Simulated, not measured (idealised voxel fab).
Process module name: voxel capacitor over wiring
Section shown: cut. Width: 235 nm. Cell size: 5 nm, square.
Just so we're on the same page, the cross-sections are grids of square cells, and they're listed out in bands top to bottom, each band one or more rows deep. Per band: top height and bottom height in nm, followed by the left-to-right materials and their widths in nm; "edge to edge" marks a single material spanning edge to edge, "empty" marks empty space. We count height from 0. Below that, the starting wafer is all one material. The lowest band never ends at the bottom but goes on down; see "top 0, no bottom" for how that is written. It should be noted that a width expressed as "30->40" varies in equal increments from row to row of cells within the band, taking the value of the first number at the top row and that of the second number at the bottom row. What does "no modification" mean for a step? It means no cell of the cross-section changed in that step. Empty spaces without an open route to the top, at least 8 cells in extent, make up the entry "Enclosed void catalog"; each is given as width x height at distance, where the distance is measured from the left edge, and all are in nm. Post-settings text on a step line: simulator's own remark regarding the step. "overlay nm" answers the question of how far to the right of plan the mask lay on a step that has a mask, and when it is negative the answer is to the left.

The steps planned for the process are as follows
1: RECEIVE (material Si)
2: CONFORMAL_DEP (material SiO2; thk nm 10)
3: DIRECTIONAL_DEP (material TiN; thk nm 5)
4: DIRECTIONAL_DEP (material Ru; thk nm 25)
5: DIRECTIONAL_DEP (material aC; thk nm 10)
6: PATTERN (tone cover; mask id METAL_1; material resist; width nm 30; pitch nm 85; thk nm 30; overlay nm 0)
7: DIRECTIONAL_ETCH (etch materials aC; depth nm 10)
8: STRIP (etch materials resist)
9: DIRECTIONAL_ETCH (etch materials Ru; depth nm 25)
10: DIRECTIONAL_ETCH (etch materials TiN; depth nm 5)
11: STRIP (etch materials aC)
12: CONFORMAL_DEP (material SiCN; thk nm 5)
13: FILL_DEP (material lowk; thk nm 5)
14: CMP (height nm 40)
15: CONFORMAL_DEP (material SiCN; thk nm 5)
16: DIRECTIONAL_DEP (material SiO2; thk nm 10)
17: MASKED_ETCH (tone open; mask id PLUG_1; width nm 15; etch materials SiO2; depth nm 10; overlay nm 0)
18: MASKED_ETCH (tone open; mask id PLUG_1; width nm 15; etch materials SiCN; depth nm 5; overlay nm 0)
19: EPI (material Ru; thk nm 10)
20: EPI (material Ru; thk nm 5)
21: DIRECTIONAL_DEP (material TiN; thk nm 10)
22: DIRECTIONAL_DEP (material Al2O3; thk nm 5)
23: DIRECTIONAL_DEP (material TiN; thk nm 5)
24: DIRECTIONAL_DEP (material aC; thk nm 10)
25: PATTERN (tone cover; mask id UPPER_PLATE; material resist; width nm 60; thk nm 30; overlay nm 0)
26: DIRECTIONAL_ETCH (etch materials aC; depth nm 10)
27: STRIP (etch materials resist)
28: DIRECTIONAL_ETCH (etch materials TiN; depth nm 5)
29: DIRECTIONAL_ETCH (etch materials Al2O3; depth nm 5)
30: STRIP (etch materials aC)
31: MASKED_ETCH (tone cover; mask id LOWER_PLATE; width nm 70; etch materials TiN; depth nm 10; overlay nm 0)
32: FILL_DEP (material SiO2; thk nm 20)
33: CMP (height nm 90)
34: DIRECTIONAL_DEP (material aC; thk nm 15)
35: PATTERN (tone open; mask id PLUG_2; material resist; width nm 15; thk nm 30; overlay nm 0)
36: DIRECTIONAL_ETCH (etch materials aC; depth nm 15)
37: STRIP (etch materials resist)
38: DIRECTIONAL_ETCH (etch materials SiO2; depth nm 15)
39: STRIP (etch materials aC)
40: CONFORMAL_DEP (material TiN; thk nm 5)
41: FILL_DEP (material W; thk nm 5)
42: CMP (height nm 90)
43: CONFORMAL_DEP (material SiCN; thk nm 5)

This is the cross-section of the wafer as we received it, i.e. after step 1
top 0, no bottom  Si edge to edge
Enclosed void catalog: none

Cross-sectional image of the first of two wafers at the end of the module, the run having proceeded as planned
top 95, bottom 90  SiCN edge to edge
top 90, bottom 80  85 of SiO2 | 5 of TiN | 5 of W | 5 of TiN | 135 of SiO2
top 80, bottom 70  85->75 of SiO2 | 15->60 of TiN | 135->100 of SiO2
top 70, bottom 65  75 of SiO2 | 60 of Al2O3 | 100 of SiO2
top 65, bottom 55  70 of SiO2 | 70 of TiN | 95 of SiO2
top 55, bottom 45  75 of SiO2 | 15 of Ru | 145 of SiO2
top 45, bottom 40  75 of SiCN | 15 of Ru | 145 of SiCN
top 40, bottom 15  55 of lowk | 5 of SiCN | 30 of Ru | 5 of SiCN | 45 of lowk | 5 of SiCN | 30 of Ru | 5 of SiCN | 55 of lowk
top 15, bottom 10  60 of SiCN | 30 of TiN | 55 of SiCN | 30 of TiN | 60 of SiCN
top 10, bottom 0  SiO2 edge to edge
top 0, no bottom  Si edge to edge
Enclosed void catalog: none

Same start, same plan as the first wafer - but one mistake in the run. Cross-section of the second of the two at the end of the module
top 95, bottom 90  SiCN edge to edge
top 90, bottom 80  85->75 of SiO2 | 15->25 of TiN | 135 of SiO2
top 80, bottom 75  75 of SiO2 | 25 of Al2O3 | 135 of SiO2
top 75, bottom 70  70 of SiO2 | 65 of TiN | 100 of SiO2
top 70, bottom 65  70 of SiO2 | 30 of TiN | 35 of Al2O3 | 100 of SiO2
top 65, bottom 55  65 of SiO2 | 35 of Ru | 40 of TiN | 95 of SiO2
top 55, bottom 45  75 of SiO2 | 15 of Ru | 145 of SiO2
top 45, bottom 40  75 of SiCN | 15 of Ru | 145 of SiCN
top 40, bottom 15  55 of lowk | 5 of SiCN | 30 of Ru | 5 of SiCN | 45 of lowk | 5 of SiCN | 30 of Ru | 5 of SiCN | 55 of lowk
top 15, bottom 10  60 of SiCN | 30 of TiN | 55 of SiCN | 30 of TiN | 60 of SiCN
top 10, bottom 0  SiO2 edge to edge
top 0, no bottom  Si edge to edge
Enclosed void catalog: none
What was the processing mistake? step 19 of the plan saw execution twice
It is noted that, at the conclusion of processing, the second wafer exhibits a higher or lower cell count for certain materials relative to the first: Ru: 14 more | SiO2: 8 fewer | TiN: 4 fewer | W: 2 fewer
